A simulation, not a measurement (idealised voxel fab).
process module | voxel air gaps
cross-section cut | 295 nm wide | cells 5 nm
A cross-section is a grid of square cells, given in bands from the top down. A band is one or more rows of cells.
Each band's line starts with the height of the band's top and of its bottom, in nm. Then come its materials from left to right, each with its width in nm. One material with "throughout" fills the band from edge to edge. "air" is empty space.
Height 0 is the level under which the wafer as received is all one material. The lowest band goes on downwards, as in "0 down".
A width such as "30 to 40" changes by the same amount from each row of cells to the next, from the band's top row to its bottom row.
"no change" after a step means that no cell of the cross-section changed.
closed voids: empty space of 8 cells or more with no open way to the top, each as width x height at its distance from the left edge, in nm
after a step's settings: what the simulator itself notes on the step
overlay nm, on a step with a mask: how far to the right of its planned place the mask lay; to the left if negative
plan
1 op RECEIVE | material Si
2 op CONFORMAL_DEP | material SiO2 | thk nm 10
3 op CONFORMAL_DEP | material SiCN | thk nm 5
4 op DIRECTIONAL_DEP | material SiO2 | thk nm 30
5 op PATTERN | tone open | mask id LINES | material resist | width nm 25 | pitch nm 55 | thk nm 15 | overlay nm -15
6 op DIRECTIONAL_ETCH | etch materials SiO2 | depth nm 30
7 op STRIP | etch materials resist
8 op CONFORMAL_DEP | material TiN | thk nm 5
9 op FILL_DEP | material Ru | thk nm 5
10 op CMP | height nm 45
11 op EPI | material Ru | thk nm 10
12 op SELECTIVE_ETCH | etch materials SiO2 | depth nm 40
13 op CONFORMAL_DEP | material SiCN | thk nm 5
varied across the wafers: overlay nm of step 5. The plan shows the first wafer's value. All wafers start alike
first wafer as received, after step 1
  0 down: Si throughout
  closed voids: none
each wafer at the end: cells of each material gained (+) or lost (-) since it was received, then its closed voids
overlay nm -15 | +132 Ru | +214 SiCN | +118 SiO2 | +60 TiN | closed voids: 20 x 20 at 65; 20 x 20 at 120; 20 x 20 at 175
overlay nm -10 | +132 Ru | +214 SiCN | +118 SiO2 | +60 TiN | closed voids: 20 x 20 at 70; 20 x 20 at 125; 20 x 20 at 180
overlay nm -5 | +132 Ru | +214 SiCN | +118 SiO2 | +60 TiN | closed voids: 20 x 20 at 75; 20 x 20 at 130; 20 x 20 at 185
overlay nm 0 | +132 Ru | +214 SiCN | +118 SiO2 | +60 TiN | closed voids: 20 x 20 at 80; 20 x 20 at 135; 20 x 20 at 190
overlay nm 5 | +132 Ru | +214 SiCN | +118 SiO2 | +60 TiN | closed voids: 20 x 20 at 85; 20 x 20 at 140; 20 x 20 at 195
overlay nm 10 | +132 Ru | +214 SiCN | +118 SiO2 | +60 TiN | closed voids: 20 x 20 at 90; 20 x 20 at 145; 20 x 20 at 200
overlay nm 15 | +132 Ru | +214 SiCN | +118 SiO2 | +60 TiN | closed voids: 20 x 20 at 95; 20 x 20 at 150; 20 x 20 at 205
